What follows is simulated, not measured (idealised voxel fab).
process module | voxel self aligned vias
cross-section cut | 275 nm wide | cells 5 nm
A cross-section is a grid of square cells, given in bands from the top down. A band is one or more rows of cells.
Each band's line starts with the height of the band's top and of its bottom, in nm. Then come its materials from left to right, each with its width in nm. One material with "throughout" fills the band from edge to edge. "air" is empty space.
Height 0 is the level under which the wafer as received is all one material. The lowest band goes on downwards, as in "0 down".
A width such as "30 to 40" changes by the same amount from each row of cells to the next, from the band's top row to its bottom row.
"no change" after a step means that no cell of the cross-section changed.
closed voids: empty space of 8 cells or more with no open way to the top, each as width x height at its distance from the left edge, in nm
after a step's settings: what the simulator itself notes on the step
overlay nm, on a step with a mask: how far to the right of its planned place the mask lay; to the left if negative
plan
1 op RECEIVE | material Si
2 op CONFORMAL_DEP | material SiO2 | thk nm 15
3 op CONFORMAL_DEP | material SiCN | thk nm 5
4 op DIRECTIONAL_DEP | material lowk | thk nm 30
5 op DIRECTIONAL_DEP | material aC | thk nm 10
6 op PATTERN | tone open | mask id LINES | material resist | width nm 25 | pitch nm 75 | thk nm 30 | overlay nm 0
7 op DIRECTIONAL_ETCH | etch materials aC | depth nm 10
8 op STRIP | etch materials resist
9 op DIRECTIONAL_ETCH | etch materials lowk | depth nm 30
10 op STRIP | etch materials aC
11 op CONFORMAL_DEP | material TiN | thk nm 5
12 op FILL_DEP | material Ru | thk nm 10
13 op CMP | height nm 50
14 op SELECTIVE_ETCH | etch materials W Ru TiN | depth nm 10
15 op FILL_DEP | material SiN | thk nm 5
16 op CMP | height nm 50
17 op DIRECTIONAL_DEP | material lowk | thk nm 20
18 op MASKED_ETCH | tone open | mask id VIAS | width nm 45 | pitch nm 75 | etch materials lowk | depth nm 20 | overlay nm 0
19 op MASKED_ETCH | tone open | mask id VIAS | width nm 45 | pitch nm 75 | etch materials SiN | depth nm 10 | overlay nm 0
20 op CONFORMAL_DEP | material TiN | thk nm 5
21 op FILL_DEP | material W | thk nm 5
22 op CMP | height nm 70
23 op CONFORMAL_DEP | material SiCN | thk nm 5
as received, after step 1
  0 down: Si throughout
  closed voids: none
a wafer at the end: this start, this plan, one mistake
  75 to 70: SiCN throughout
  70 to 55: lowk 45 | TiN 5 | W 35 | TiN 5 | lowk 30 | TiN 5 | W 35 | TiN 5 | lowk 30 | TiN 5 | W 35 | TiN 5 | lowk 35
  55 to 45: lowk 45 to 50 | TiN 10 to 5 | W 15 | TiN 20 to 5 | lowk 30 to 50 | TiN 10 to 5 | W 15 | TiN 20 to 5 | lowk 30 to 50 | TiN 10 to 5 | W 15 | TiN 20 to 5 | lowk 35 to 50
  45 to 40: lowk 50 | TiN 25 | lowk 50 | TiN 25 | lowk 50 | TiN 25 | lowk 50
  40 to 25: lowk 50 | TiN 5 | Ru 15 | TiN 5 | lowk 50 | TiN 5 | Ru 15 | TiN 5 | lowk 50 | TiN 5 | Ru 15 | TiN 5 | lowk 50
  25 to 20: lowk 50 | TiN 25 | lowk 50 | TiN 25 | lowk 50 | TiN 25 | lowk 50
  20 to 15: SiCN throughout
  15 to 0: SiO2 throughout
  0 down: Si throughout
  closed voids: none
what went wrong: step 18 ran as: op MASKED_ETCH | tone open | mask id VIAS | width nm 45 | pitch nm 75 | etch materials lowk | depth nm 20 | overlay nm 5
